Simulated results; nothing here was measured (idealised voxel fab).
Process module under the name voxel trench capacitor
Cross-section cut: width 275 nm, square cells of 5 nm.
Square cells in a grid make up a cross-section in this document, and the grid is given as bands, listed from the top down, each one or more rows of cells. Look at the band entry: it leads with the top's height and the bottom's height in nm. Then it lists the materials left to right, with a width in nm for each. The word "throughout" on a single material says that material fills the band edge to edge. The word "blank" is empty space. All heights in this document are referenced to 0, defined as the level beneath which the wafer, as received, consists entirely of one material. The lowest band is not bounded below; it extends indefinitely downward and is written in the form "0 nm and below". The notation "30->40" denotes a width that varies across the rows of cells in the band, beginning at the first number in the top row, finishing at the second number in the bottom row, and changing by an identical amount from each row to the next. Reading "nothing altered" for a step: not a cell of the cross-section changed in it. If an empty space has no open way to the top and is at least 8 cells in size, "Unvented voids" lists it, written width x height at distance, where distance is measured from the left edge and every value is in nm. If you see something after the settings on a step's line, that's the simulator's own remark about that step. The optional step-line setting "overlay nm" applies to steps with a mask and quantifies how far to the right of its planned location the mask lay, a negative value indicating leftward placement. Reading guide: pairs of cross-sections, before and after one process step; after view cut off at lowest changed band; step and settings listed under each pair. Pairs may stem from different runs of this module on the same starting wafer; continuity with the pair above only where the "Prior to processing" entry states it.

-- Prior to processing
0 nm and below  Si throughout
Unvented voids: none

-- Resulting Structure
10 nm to 0 nm  SiN throughout
All layers under 0 are left as they were.
Unvented voids: none
In between the before and after cross-sections above, the step is CONFORMAL_DEP | material SiN | thk nm 10

Prior to processing: The pre-step condition corresponds to the post-step cross-section depicted in the pair directly above.

-- Resulting Structure
10 nm to 0 nm  SiN 30  blank 30  SiN 30  blank 30  SiN 30  blank 30  SiN 30  blank 30  SiN 35
All layers under 0 are left as they were.
Unvented voids: none
In between the before and after cross-sections above, the step is MASKED_ETCH | tone open | mask id TRENCH | width nm 30 | pitch nm 60 | etch materials SiN | depth nm 10 | overlay nm 0

Prior to processing: The pre-step condition corresponds to the post-step cross-section depicted in the pair directly above.

-- Resulting Structure
10 nm to 0 nm  SiN 30  blank 30  SiN 30  blank 30  SiN 30  blank 30  SiN 30  blank 30  SiN 35
0 nm to -25 nm  Si 30  blank 30  Si 30  blank 30  Si 30  blank 30  Si 30  blank 30  Si 35
All layers under -25 are left as they were.
Unvented voids: none
In between the before and after cross-sections above, the step is MASKED_ETCH | tone open | mask id TRENCH | width nm 30 | pitch nm 60 | etch materials Si | depth nm 25 | overlay nm 0

Prior to processing: The pre-step condition corresponds to the post-step cross-section depicted in the pair directly above.

-- Resulting Structure
15 nm to 10 nm  Al2O3 35  blank 20  Al2O3 40  blank 20  Al2O3 40  blank 20  Al2O3 40  blank 20  Al2O3 40
10 nm to 0 nm  SiN 30  Al2O3 5  blank 20  Al2O3 5  SiN 30  Al2O3 5  blank 20  Al2O3 5  SiN 30  Al2O3 5  blank 20  Al2O3 5  SiN 30  Al2O3 5  blank 20  Al2O3 5  SiN 35
0 nm to -20 nm  Si 30  Al2O3 5  blank 20  Al2O3 5  Si 30  Al2O3 5  blank 20  Al2O3 5  Si 30  Al2O3 5  blank 20  Al2O3 5  Si 30  Al2O3 5  blank 20  Al2O3 5  Si 35
-20 nm to -25 nm  Si 30  Al2O3 30  Si 30  Al2O3 30  Si 30  Al2O3 30  Si 30  Al2O3 30  Si 35
All layers under -25 are left as they were.
Unvented voids: none
In between the before and after cross-sections above, the step is CONFORMAL_DEP | material Al2O3 | thk nm 5

Prior to processing: The pre-step condition corresponds to the post-step cross-section depicted in the pair directly above.

-- Resulting Structure
20 nm to 15 nm  TiN 40  blank 10  TiN 50  blank 10  TiN 50  blank 10  TiN 50  blank 10  TiN 45
15 nm to 10 nm  Al2O3 35  TiN 5  blank 10  TiN 5  Al2O3 40  TiN 5  blank 10  TiN 5  Al2O3 40  TiN 5  blank 10  TiN 5  Al2O3 40  TiN 5  blank 10  TiN 5  Al2O3 40
10 nm to 0 nm  SiN 30  Al2O3 5  TiN 5  blank 10  TiN 5  Al2O3 5  SiN 30  Al2O3 5  TiN 5  blank 10  TiN 5  Al2O3 5  SiN 30  Al2O3 5  TiN 5  blank 10  TiN 5  Al2O3 5  SiN 30  Al2O3 5  TiN 5  blank 10  TiN 5  Al2O3 5  SiN 35
0 nm to -15 nm  Si 30  Al2O3 5  TiN 5  blank 10  TiN 5  Al2O3 5  Si 30  Al2O3 5  TiN 5  blank 10  TiN 5  Al2O3 5  Si 30  Al2O3 5  TiN 5  blank 10  TiN 5  Al2O3 5  Si 30  Al2O3 5  TiN 5  blank 10  TiN 5  Al2O3 5  Si 35
-15 nm to -20 nm  Si 30  Al2O3 5  TiN 20  Al2O3 5  Si 30  Al2O3 5  TiN 20  Al2O3 5  Si 30  Al2O3 5  TiN 20  Al2O3 5  Si 30  Al2O3 5  TiN 20  Al2O3 5  Si 35
All layers under -20 are left as they were.
Unvented voids: none
In between the before and after cross-sections above, the step is CONFORMAL_DEP | material TiN | thk nm 5

Prior to processing: The pre-step condition corresponds to the post-step cross-section depicted in the pair directly above.

-- Resulting Structure
30 nm to 20 nm  W throughout
20 nm to 15 nm  TiN 40  W 10  TiN 50  W 10  TiN 50  W 10  TiN 50  W 10  TiN 45
15 nm to 10 nm  Al2O3 35  TiN 5  W 10  TiN 5  Al2O3 40  TiN 5  W 10  TiN 5  Al2O3 40  TiN 5  W 10  TiN 5  Al2O3 40  TiN 5  W 10  TiN 5  Al2O3 40
10 nm to 0 nm  SiN 30  Al2O3 5  TiN 5  W 10  TiN 5  Al2O3 5  SiN 30  Al2O3 5  TiN 5  W 10  TiN 5  Al2O3 5  SiN 30  Al2O3 5  TiN 5  W 10  TiN 5  Al2O3 5  SiN 30  Al2O3 5  TiN 5  W 10  TiN 5  Al2O3 5  SiN 35
0 nm to -15 nm  Si 30  Al2O3 5  TiN 5  W 10  TiN 5  Al2O3 5  Si 30  Al2O3 5  TiN 5  W 10  TiN 5  Al2O3 5  Si 30  Al2O3 5  TiN 5  W 10  TiN 5  Al2O3 5  Si 30  Al2O3 5  TiN 5  W 10  TiN 5  Al2O3 5  Si 35
All layers under -15 are left as they were.
Unvented voids: none
In between the before and after cross-sections above, the step is FILL_DEP | material W | thk nm 10

Prior to processing: The pre-step condition corresponds to the post-step cross-section depicted in the pair directly above.

-- Resulting Structure
10 nm to 0 nm  SiN 30  Al2O3 5  TiN 5  W 10  TiN 5  Al2O3 5  SiN 30  Al2O3 5  TiN 5  W 10  TiN 5  Al2O3 5  SiN 30  Al2O3 5  TiN 5  W 10  TiN 5  Al2O3 5  SiN 30  Al2O3 5  TiN 5  W 10  TiN 5  Al2O3 5  SiN 35
All layers under 0 are left as they were.
Unvented voids: none
In between the before and after cross-sections above, the step is CMP | height nm 10

-- Prior to processing
10 nm to 0 nm  SiN 30  blank 30  SiN 30  blank 30  SiN 30  blank 30  SiN 30  blank 30  SiN 35
0 nm to -25 nm  Si 30  blank 30  Si 30  blank 30  Si 30  blank 30  Si 30  blank 30  Si 35
-25 nm and below  Si throughout
Unvented voids: none

-- Resulting Structure
10 nm to 0 nm  SiN 30  blank 30  SiN 30  blank 30  SiN 30  blank 30  SiN 30  blank 30  SiN 35
0 nm to -50 nm  Si 30  blank 30  Si 30  blank 30  Si 30  blank 30  Si 30  blank 30  Si 35
All layers under -50 are left as they were.
Unvented voids: none
In between the before and after cross-sections above, the step is MASKED_ETCH | tone open | mask id TRENCH | width nm 30 | pitch nm 60 | etch materials Si | depth nm 25 | overlay nm 0

Prior to processing: The pre-step condition corresponds to the post-step cross-section depicted in the pair directly above.

-- Resulting Structure
15 nm to 10 nm  Al2O3 35  blank 20  Al2O3 40  blank 20  Al2O3 40  blank 20  Al2O3 40  blank 20  Al2O3 40
10 nm to 0 nm  SiN 30  Al2O3 5  blank 20  Al2O3 5  SiN 30  Al2O3 5  blank 20  Al2O3 5  SiN 30  Al2O3 5  blank 20  Al2O3 5  SiN 30  Al2O3 5  blank 20  Al2O3 5  SiN 35
0 nm to -45 nm  Si 30  Al2O3 5  blank 20  Al2O3 5  Si 30  Al2O3 5  blank 20  Al2O3 5  Si 30  Al2O3 5  blank 20  Al2O3 5  Si 30  Al2O3 5  blank 20  Al2O3 5  Si 35
-45 nm to -50 nm  Si 30  Al2O3 30  Si 30  Al2O3 30  Si 30  Al2O3 30  Si 30  Al2O3 30  Si 35
All layers under -50 are left as they were.
Unvented voids: none
In between the before and after cross-sections above, the step is CONFORMAL_DEP | material Al2O3 | thk nm 5

Prior to processing: The pre-step condition corresponds to the post-step cross-section depicted in the pair directly above.

-- Resulting Structure
20 nm to 15 nm  TiN 40  blank 10  TiN 50  blank 10  TiN 50  blank 10  TiN 50  blank 10  TiN 45
15 nm to 10 nm  Al2O3 35  TiN 5  blank 10  TiN 5  Al2O3 40  TiN 5  blank 10  TiN 5  Al2O3 40  TiN 5  blank 10  TiN 5  Al2O3 40  TiN 5  blank 10  TiN 5  Al2O3 40
10 nm to 0 nm  SiN 30  Al2O3 5  TiN 5  blank 10  TiN 5  Al2O3 5  SiN 30  Al2O3 5  TiN 5  blank 10  TiN 5  Al2O3 5  SiN 30  Al2O3 5  TiN 5  blank 10  TiN 5  Al2O3 5  SiN 30  Al2O3 5  TiN 5  blank 10  TiN 5  Al2O3 5  SiN 35
0 nm to -40 nm  Si 30  Al2O3 5  TiN 5  blank 10  TiN 5  Al2O3 5  Si 30  Al2O3 5  TiN 5  blank 10  TiN 5  Al2O3 5  Si 30  Al2O3 5  TiN 5  blank 10  TiN 5  Al2O3 5  Si 30  Al2O3 5  TiN 5  blank 10  TiN 5  Al2O3 5  Si 35
-40 nm to -45 nm  Si 30  Al2O3 5  TiN 20  Al2O3 5  Si 30  Al2O3 5  TiN 20  Al2O3 5  Si 30  Al2O3 5  TiN 20  Al2O3 5  Si 30  Al2O3 5  TiN 20  Al2O3 5  Si 35
All layers under -45 are left as they were.
Unvented voids: none
In between the before and after cross-sections above, the step is CONFORMAL_DEP | material TiN | thk nm 5

Prior to processing: The pre-step condition corresponds to the post-step cross-section depicted in the pair directly above.

-- Resulting Structure
30 nm to 20 nm  W throughout
20 nm to 15 nm  TiN 40  W 10  TiN 50  W 10  TiN 50  W 10  TiN 50  W 10  TiN 45
15 nm to 10 nm  Al2O3 35  TiN 5  W 10  TiN 5  Al2O3 40  TiN 5  W 10  TiN 5  Al2O3 40  TiN 5  W 10  TiN 5  Al2O3 40  TiN 5  W 10  TiN 5  Al2O3 40
10 nm to 0 nm  SiN 30  Al2O3 5  TiN 5  W 10  TiN 5  Al2O3 5  SiN 30  Al2O3 5  TiN 5  W 10  TiN 5  Al2O3 5  SiN 30  Al2O3 5  TiN 5  W 10  TiN 5  Al2O3 5  SiN 30  Al2O3 5  TiN 5  W 10  TiN 5  Al2O3 5  SiN 35
0 nm to -40 nm  Si 30  Al2O3 5  TiN 5  W 10  TiN 5  Al2O3 5  Si 30  Al2O3 5  TiN 5  W 10  TiN 5  Al2O3 5  Si 30  Al2O3 5  TiN 5  W 10  TiN 5  Al2O3 5  Si 30  Al2O3 5  TiN 5  W 10  TiN 5  Al2O3 5  Si 35
All layers under -40 are left as they were.
Unvented voids: none
In between the before and after cross-sections above, the step is FILL_DEP | material W | thk nm 10

Prior to processing: The pre-step condition corresponds to the post-step cross-section depicted in the pair directly above.

-- Resulting Structure
10 nm to 0 nm  SiN 30  Al2O3 5  TiN 5  W 10  TiN 5  Al2O3 5  SiN 30  Al2O3 5  TiN 5  W 10  TiN 5  Al2O3 5  SiN 30  Al2O3 5  TiN 5  W 10  TiN 5  Al2O3 5  SiN 30  Al2O3 5  TiN 5  W 10  TiN 5  Al2O3 5  SiN 35
All layers under 0 are left as they were.
Unvented voids: none
In between the before and after cross-sections above, the step is CMP | height nm 10

-- Prior to processing
10 nm to 0 nm  SiN 30  blank 30  SiN 30  blank 30  SiN 30  blank 30  SiN 30  blank 30  SiN 35
0 nm to -25 nm  Si 30  blank 30  Si 30  blank 30  Si 30  blank 30  Si 30  blank 30  Si 35
-25 nm and below  Si throughout
Unvented voids: none

-- Resulting Structure
15 nm to 10 nm  TiN 35  blank 20  TiN 40  blank 20  TiN 40  blank 20  TiN 40  blank 20  TiN 40
10 nm to 0 nm  SiN 30  TiN 5  blank 20  TiN 5  SiN 30  TiN 5  blank 20  TiN 5  SiN 30  TiN 5  blank 20  TiN 5  SiN 30  TiN 5  blank 20  TiN 5  SiN 35
0 nm to -20 nm  Si 30  TiN 5  blank 20  TiN 5  Si 30  TiN 5  blank 20  TiN 5  Si 30  TiN 5  blank 20  TiN 5  Si 30  TiN 5  blank 20  TiN 5  Si 35
-20 nm to -25 nm  Si 30  TiN 30  Si 30  TiN 30  Si 30  TiN 30  Si 30  TiN 30  Si 35
All layers under -25 are left as they were.
Unvented voids: none
In between the before and after cross-sections above, the step is CONFORMAL_DEP | material TiN | thk nm 5

Prior to processing: The pre-step condition corresponds to the post-step cross-section depicted in the pair directly above.

-- Resulting Structure
20 nm to 15 nm  Al2O3 40  blank 10  Al2O3 50  blank 10  Al2O3 50  blank 10  Al2O3 50  blank 10  Al2O3 45
15 nm to 10 nm  TiN 35  Al2O3 5  blank 10  Al2O3 5  TiN 40  Al2O3 5  blank 10  Al2O3 5  TiN 40  Al2O3 5  blank 10  Al2O3 5  TiN 40  Al2O3 5  blank 10  Al2O3 5  TiN 40
10 nm to 0 nm  SiN 30  TiN 5  Al2O3 5  blank 10  Al2O3 5  TiN 5  SiN 30  TiN 5  Al2O3 5  blank 10  Al2O3 5  TiN 5  SiN 30  TiN 5  Al2O3 5  blank 10  Al2O3 5  TiN 5  SiN 30  TiN 5  Al2O3 5  blank 10  Al2O3 5  TiN 5  SiN 35
0 nm to -15 nm  Si 30  TiN 5  Al2O3 5  blank 10  Al2O3 5  TiN 5  Si 30  TiN 5  Al2O3 5  blank 10  Al2O3 5  TiN 5  Si 30  TiN 5  Al2O3 5  blank 10  Al2O3 5  TiN 5  Si 30  TiN 5  Al2O3 5  blank 10  Al2O3 5  TiN 5  Si 35
-15 nm to -20 nm  Si 30  TiN 5  Al2O3 20  TiN 5  Si 30  TiN 5  Al2O3 20  TiN 5  Si 30  TiN 5  Al2O3 20  TiN 5  Si 30  TiN 5  Al2O3 20  TiN 5  Si 35
All layers under -20 are left as they were.
Unvented voids: none
In between the before and after cross-sections above, the step is CONFORMAL_DEP | material Al2O3 | thk nm 5

Prior to processing: The pre-step condition corresponds to the post-step cross-section depicted in the pair directly above.

-- Resulting Structure
30 nm to 20 nm  W throughout
20 nm to 15 nm  Al2O3 40  W 10  Al2O3 50  W 10  Al2O3 50  W 10  Al2O3 50  W 10  Al2O3 45
15 nm to 10 nm  TiN 35  Al2O3 5  W 10  Al2O3 5  TiN 40  Al2O3 5  W 10  Al2O3 5  TiN 40  Al2O3 5  W 10  Al2O3 5  TiN 40  Al2O3 5  W 10  Al2O3 5  TiN 40
10 nm to 0 nm  SiN 30  TiN 5  Al2O3 5  W 10  Al2O3 5  TiN 5  SiN 30  TiN 5  Al2O3 5  W 10  Al2O3 5  TiN 5  SiN 30  TiN 5  Al2O3 5  W 10  Al2O3 5  TiN 5  SiN 30  TiN 5  Al2O3 5  W 10  Al2O3 5  TiN 5  SiN 35
0 nm to -15 nm  Si 30  TiN 5  Al2O3 5  W 10  Al2O3 5  TiN 5  Si 30  TiN 5  Al2O3 5  W 10  Al2O3 5  TiN 5  Si 30  TiN 5  Al2O3 5  W 10  Al2O3 5  TiN 5  Si 30  TiN 5  Al2O3 5  W 10  Al2O3 5  TiN 5  Si 35
All layers under -15 are left as they were.
Unvented voids: none
In between the before and after cross-sections above, the step is FILL_DEP | material W | thk nm 10

Prior to processing: The pre-step condition corresponds to the post-step cross-section depicted in the pair directly above.

-- Resulting Structure
10 nm to 0 nm  SiN 30  TiN 5  Al2O3 5  W 10  Al2O3 5  TiN 5  SiN 30  TiN 5  Al2O3 5  W 10  Al2O3 5  TiN 5  SiN 30  TiN 5  Al2O3 5  W 10  Al2O3 5  TiN 5  SiN 30  TiN 5  Al2O3 5  W 10  Al2O3 5  TiN 5  SiN 35
All layers under 0 are left as they were.
Unvented voids: none
In between the before and after cross-sections above, the step is CMP | height nm 10

-- Prior to processing
10 nm to 0 nm  SiN 30  blank 30  SiN 30  blank 30  SiN 30  blank 30  SiN 30  blank 30  SiN 35
0 nm and below  Si throughout
Unvented voids: none

-- Resulting Structure
10 nm to 0 nm  SiN 30  blank 30  SiN 30  blank 30  SiN 30  blank 30  SiN 30  blank 30  SiN 35
0 nm to -15 nm  Si 30  blank 30  Si 30  blank 30  Si 30  blank 30  Si 30  blank 30  Si 35
All layers under -15 are left as they were.
Unvented voids: none
In between the before and after cross-sections above, the step is MASKED_ETCH | tone open | mask id TRENCH | width nm 30 | pitch nm 60 | etch materials Si | depth nm 15 | overlay nm 0

Prior to processing: The pre-step condition corresponds to the post-step cross-section depicted in the pair directly above.

-- Resulting Structure
15 nm to 10 nm  Al2O3 35  blank 20  Al2O3 40  blank 20  Al2O3 40  blank 20  Al2O3 40  blank 20  Al2O3 40
10 nm to 0 nm  SiN 30  Al2O3 5  blank 20  Al2O3 5  SiN 30  Al2O3 5  blank 20  Al2O3 5  SiN 30  Al2O3 5  blank 20  Al2O3 5  SiN 30  Al2O3 5  blank 20  Al2O3 5  SiN 35
0 nm to -10 nm  Si 30  Al2O3 5  blank 20  Al2O3 5  Si 30  Al2O3 5  blank 20  Al2O3 5  Si 30  Al2O3 5  blank 20  Al2O3 5  Si 30  Al2O3 5  blank 20  Al2O3 5  Si 35
-10 nm to -15 nm  Si 30  Al2O3 30  Si 30  Al2O3 30  Si 30  Al2O3 30  Si 30  Al2O3 30  Si 35
All layers under -15 are left as they were.
Unvented voids: none
In between the before and after cross-sections above, the step is CONFORMAL_DEP | material Al2O3 | thk nm 5

Prior to processing: The pre-step condition corresponds to the post-step cross-section depicted in the pair directly above.

-- Resulting Structure
20 nm to 15 nm  TiN 40  blank 10  TiN 50  blank 10  TiN 50  blank 10  TiN 50  blank 10  TiN 45
15 nm to 10 nm  Al2O3 35  TiN 5  blank 10  TiN 5  Al2O3 40  TiN 5  blank 10  TiN 5  Al2O3 40  TiN 5  blank 10  TiN 5  Al2O3 40  TiN 5  blank 10  TiN 5  Al2O3 40
10 nm to 0 nm  SiN 30  Al2O3 5  TiN 5  blank 10  TiN 5  Al2O3 5  SiN 30  Al2O3 5  TiN 5  blank 10  TiN 5  Al2O3 5  SiN 30  Al2O3 5  TiN 5  blank 10  TiN 5  Al2O3 5  SiN 30  Al2O3 5  TiN 5  blank 10  TiN 5  Al2O3 5  SiN 35
0 nm to -5 nm  Si 30  Al2O3 5  TiN 5  blank 10  TiN 5  Al2O3 5  Si 30  Al2O3 5  TiN 5  blank 10  TiN 5  Al2O3 5  Si 30  Al2O3 5  TiN 5  blank 10  TiN 5  Al2O3 5  Si 30  Al2O3 5  TiN 5  blank 10  TiN 5  Al2O3 5  Si 35
-5 nm to -10 nm  Si 30  Al2O3 5  TiN 20  Al2O3 5  Si 30  Al2O3 5  TiN 20  Al2O3 5  Si 30  Al2O3 5  TiN 20  Al2O3 5  Si 30  Al2O3 5  TiN 20  Al2O3 5  Si 35
All layers under -10 are left as they were.
Unvented voids: none
In between the before and after cross-sections above, the step is CONFORMAL_DEP | material TiN | thk nm 5

Prior to processing: The pre-step condition corresponds to the post-step cross-section depicted in the pair directly above.

-- Resulting Structure
30 nm to 20 nm  W throughout
20 nm to 15 nm  TiN 40  W 10  TiN 50  W 10  TiN 50  W 10  TiN 50  W 10  TiN 45
15 nm to 10 nm  Al2O3 35  TiN 5  W 10  TiN 5  Al2O3 40  TiN 5  W 10  TiN 5  Al2O3 40  TiN 5  W 10  TiN 5  Al2O3 40  TiN 5  W 10  TiN 5  Al2O3 40
10 nm to 0 nm  SiN 30  Al2O3 5  TiN 5  W 10  TiN 5  Al2O3 5  SiN 30  Al2O3 5  TiN 5  W 10  TiN 5  Al2O3 5  SiN 30  Al2O3 5  TiN 5  W 10  TiN 5  Al2O3 5  SiN 30  Al2O3 5  TiN 5  W 10  TiN 5  Al2O3 5  SiN 35
0 nm to -5 nm  Si 30  Al2O3 5  TiN 5  W 10  TiN 5  Al2O3 5  Si 30  Al2O3 5  TiN 5  W 10  TiN 5  Al2O3 5  Si 30  Al2O3 5  TiN 5  W 10  TiN 5  Al2O3 5  Si 30  Al2O3 5  TiN 5  W 10  TiN 5  Al2O3 5  Si 35
All layers under -5 are left as they were.
Unvented voids: none
In between the before and after cross-sections above, the step is FILL_DEP | material W | thk nm 10

Prior to processing: The pre-step condition corresponds to the post-step cross-section depicted in the pair directly above.

-- Resulting Structure
10 nm to 0 nm  SiN 30  Al2O3 5  TiN 5  W 10  TiN 5  Al2O3 5  SiN 30  Al2O3 5  TiN 5  W 10  TiN 5  Al2O3 5  SiN 30  Al2O3 5  TiN 5  W 10  TiN 5  Al2O3 5  SiN 30  Al2O3 5  TiN 5  W 10  TiN 5  Al2O3 5  SiN 35
All layers under 0 are left as they were.
Unvented voids: none
In between the before and after cross-sections above, the step is CMP | height nm 10

-- Prior to processing
10 nm to 0 nm  SiN throughout
0 nm and below  Si throughout
Unvented voids: none

-- Resulting Structure
10 nm to 0 nm  SiN 35  blank 25  SiN 35  blank 25  SiN 35  blank 25  SiN 35  blank 25  SiN 35
All layers under 0 are left as they were.
Unvented voids: none
In between the before and after cross-sections above, the step is MASKED_ETCH | tone open | mask id TRENCH | width nm 25 | pitch nm 60 | etch materials SiN | depth nm 10 | overlay nm 0

Prior to processing: The pre-step condition corresponds to the post-step cross-section depicted in the pair directly above.

-- Resulting Structure
10 nm to 0 nm  SiN 35  blank 25  SiN 35  blank 25  SiN 35  blank 25  SiN 35  blank 25  SiN 35
0 nm to -25 nm  Si 35  blank 25  Si 35  blank 25  Si 35  blank 25  Si 35  blank 25  Si 35
All layers under -25 are left as they were.
Unvented voids: none
In between the before and after cross-sections above, the step is MASKED_ETCH | tone open | mask id TRENCH | width nm 30 | pitch nm 60 | etch materials Si | depth nm 25 | overlay nm 0

Prior to processing: The pre-step condition corresponds to the post-step cross-section depicted in the pair directly above.

-- Resulting Structure
15 nm to 10 nm  Al2O3 40  blank 15  Al2O3 45  blank 15  Al2O3 45  blank 15  Al2O3 45  blank 15  Al2O3 40
10 nm to 0 nm  SiN 35  Al2O3 5  blank 15  Al2O3 5  SiN 35  Al2O3 5  blank 15  Al2O3 5  SiN 35  Al2O3 5  blank 15  Al2O3 5  SiN 35  Al2O3 5  blank 15  Al2O3 5  SiN 35
0 nm to -20 nm  Si 35  Al2O3 5  blank 15  Al2O3 5  Si 35  Al2O3 5  blank 15  Al2O3 5  Si 35  Al2O3 5  blank 15  Al2O3 5  Si 35  Al2O3 5  blank 15  Al2O3 5  Si 35
-20 nm to -25 nm  Si 35  Al2O3 25  Si 35  Al2O3 25  Si 35  Al2O3 25  Si 35  Al2O3 25  Si 35
All layers under -25 are left as they were.
Unvented voids: none
In between the before and after cross-sections above, the step is CONFORMAL_DEP | material Al2O3 | thk nm 5

Prior to processing: The pre-step condition corresponds to the post-step cross-section depicted in the pair directly above.

-- Resulting Structure
20 nm to 15 nm  TiN 45  blank 5  TiN 55  blank 5  TiN 55  blank 5  TiN 55  blank 5  TiN 45
15 nm to 10 nm  Al2O3 40  TiN 5  blank 5  TiN 5  Al2O3 45  TiN 5  blank 5  TiN 5  Al2O3 45  TiN 5  blank 5  TiN 5  Al2O3 45  TiN 5  blank 5  TiN 5  Al2O3 40
10 nm to 0 nm  SiN 35  Al2O3 5  TiN 5  blank 5  TiN 5  Al2O3 5  SiN 35  Al2O3 5  TiN 5  blank 5  TiN 5  Al2O3 5  SiN 35  Al2O3 5  TiN 5  blank 5  TiN 5  Al2O3 5  SiN 35  Al2O3 5  TiN 5  blank 5  TiN 5  Al2O3 5  SiN 35
0 nm to -15 nm  Si 35  Al2O3 5  TiN 5  blank 5  TiN 5  Al2O3 5  Si 35  Al2O3 5  TiN 5  blank 5  TiN 5  Al2O3 5  Si 35  Al2O3 5  TiN 5  blank 5  TiN 5  Al2O3 5  Si 35  Al2O3 5  TiN 5  blank 5  TiN 5  Al2O3 5  Si 35
-15 nm to -20 nm  Si 35  Al2O3 5  TiN 15  Al2O3 5  Si 35  Al2O3 5  TiN 15  Al2O3 5  Si 35  Al2O3 5  TiN 15  Al2O3 5  Si 35  Al2O3 5  TiN 15  Al2O3 5  Si 35
All layers under -20 are left as they were.
Unvented voids: none
In between the before and after cross-sections above, the step is CONFORMAL_DEP | material TiN | thk nm 5

Prior to processing: The pre-step condition corresponds to the post-step cross-section depicted in the pair directly above.

-- Resulting Structure
30 nm to 20 nm  W throughout
20 nm to 15 nm  TiN 45  W 5  TiN 55  W 5  TiN 55  W 5  TiN 55  W 5  TiN 45
15 nm to 10 nm  Al2O3 40  TiN 5  W 5  TiN 5  Al2O3 45  TiN 5  W 5  TiN 5  Al2O3 45  TiN 5  W 5  TiN 5  Al2O3 45  TiN 5  W 5  TiN 5  Al2O3 40
10 nm to 0 nm  SiN 35  Al2O3 5  TiN 5  W 5  TiN 5  Al2O3 5  SiN 35  Al2O3 5  TiN 5  W 5  TiN 5  Al2O3 5  SiN 35  Al2O3 5  TiN 5  W 5  TiN 5  Al2O3 5  SiN 35  Al2O3 5  TiN 5  W 5  TiN 5  Al2O3 5  SiN 35
0 nm to -15 nm  Si 35  Al2O3 5  TiN 5  W 5  TiN 5  Al2O3 5  Si 35  Al2O3 5  TiN 5  W 5  TiN 5  Al2O3 5  Si 35  Al2O3 5  TiN 5  W 5  TiN 5  Al2O3 5  Si 35  Al2O3 5  TiN 5  W 5  TiN 5  Al2O3 5  Si 35
All layers under -15 are left as they were.
Unvented voids: none
In between the before and after cross-sections above, the step is FILL_DEP | material W | thk nm 10

Prior to processing: The pre-step condition corresponds to the post-step cross-section depicted in the pair directly above.

-- Resulting Structure
10 nm to 0 nm  SiN 35  Al2O3 5  TiN 5  W 5  TiN 5  Al2O3 5  SiN 35  Al2O3 5  TiN 5  W 5  TiN 5  Al2O3 5  SiN 35  Al2O3 5  TiN 5  W 5  TiN 5  Al2O3 5  SiN 35  Al2O3 5  TiN 5  W 5  TiN 5  Al2O3 5  SiN 35
All layers under 0 are left as they were.
Unvented voids: none
In between the before and after cross-sections above, the step is CMP | height nm 10

-- Prior to processing
10 nm to 0 nm  SiN throughout
0 nm and below  Si throughout
Unvented voids: none

-- Resulting Structure
10 nm to 0 nm  SiN 20  blank 30  SiN 30  blank 30  SiN 30  blank 30  SiN 30  blank 30  SiN 45
All layers under 0 are left as they were.
Unvented voids: none
In between the before and after cross-sections above, the step is MASKED_ETCH | tone open | mask id TRENCH | width nm 30 | pitch nm 60 | etch materials SiN | depth nm 10 | overlay nm -10

Prior to processing: The pre-step condition corresponds to the post-step cross-section depicted in the pair directly above.

-- Resulting Structure
10 nm to 0 nm  SiN 20  blank 30  SiN 30  blank 30  SiN 30  blank 30  SiN 30  blank 30  SiN 45
0 nm to -25 nm  Si 30  blank 20  Si 40  blank 20  Si 40  blank 20  Si 40  blank 20  Si 45
All layers under -25 are left as they were.
Unvented voids: none
In between the before and after cross-sections above, the step is MASKED_ETCH | tone open | mask id TRENCH | width nm 30 | pitch nm 60 | etch materials Si | depth nm 25 | overlay nm 0

Prior to processing: The pre-step condition corresponds to the post-step cross-section depicted in the pair directly above.

-- Resulting Structure
15 nm to 10 nm  Al2O3 25  blank 20  Al2O3 40  blank 20  Al2O3 40  blank 20  Al2O3 40  blank 20  Al2O3 50
10 nm to 0 nm  SiN 20  Al2O3 5->15  blank 20->10  Al2O3 5  SiN 30  Al2O3 5->15  blank 20->10  Al2O3 5  SiN 30  Al2O3 5->15  blank 20->10  Al2O3 5  SiN 30  Al2O3 5->15  blank 20->10  Al2O3 5  SiN 45
0 nm to -20 nm  Si 30  Al2O3 5  blank 10  Al2O3 5  Si 40  Al2O3 5  blank 10  Al2O3 5  Si 40  Al2O3 5  blank 10  Al2O3 5  Si 40  Al2O3 5  blank 10  Al2O3 5  Si 45
-20 nm to -25 nm  Si 30  Al2O3 20  Si 40  Al2O3 20  Si 40  Al2O3 20  Si 40  Al2O3 20  Si 45
All layers under -25 are left as they were.
Unvented voids: none
In between the before and after cross-sections above, the step is CONFORMAL_DEP | material Al2O3 | thk nm 5

Prior to processing: The pre-step condition corresponds to the post-step cross-section depicted in the pair directly above.

-- Resulting Structure
20 nm to 15 nm  TiN 30  blank 10  TiN 50  blank 10  TiN 50  blank 10  TiN 50  blank 10  TiN 55
15 nm to 10 nm  Al2O3 25  TiN 5  blank 10  TiN 5  Al2O3 40  TiN 5  blank 10  TiN 5  Al2O3 40  TiN 5  blank 10  TiN 5  Al2O3 40  TiN 5  blank 10  TiN 5  Al2O3 50
10 nm to 0 nm  SiN 20  Al2O3 5->15  TiN 20->10  Al2O3 5  SiN 30  Al2O3 5->15  TiN 20->10  Al2O3 5  SiN 30  Al2O3 5->15  TiN 20->10  Al2O3 5  SiN 30  Al2O3 5->15  TiN 20->10  Al2O3 5  SiN 45
0 nm to -20 nm  Si 30  Al2O3 5  TiN 10  Al2O3 5  Si 40  Al2O3 5  TiN 10  Al2O3 5  Si 40  Al2O3 5  TiN 10  Al2O3 5  Si 40  Al2O3 5  TiN 10  Al2O3 5  Si 45
All layers under -20 are left as they were.
Unvented voids: none
In between the before and after cross-sections above, the step is CONFORMAL_DEP | material TiN | thk nm 5

Prior to processing: The pre-step condition corresponds to the post-step cross-section depicted in the pair directly above.

-- Resulting Structure
30 nm to 20 nm  W throughout
20 nm to 15 nm  TiN 30  W 10  TiN 50  W 10  TiN 50  W 10  TiN 50  W 10  TiN 55
15 nm to 10 nm  Al2O3 25  TiN 5  W 10  TiN 5  Al2O3 40  TiN 5  W 10  TiN 5  Al2O3 40  TiN 5  W 10  TiN 5  Al2O3 40  TiN 5  W 10  TiN 5  Al2O3 50
All layers under 10 are left as they were.
Unvented voids: none
In between the before and after cross-sections above, the step is FILL_DEP | material W | thk nm 10
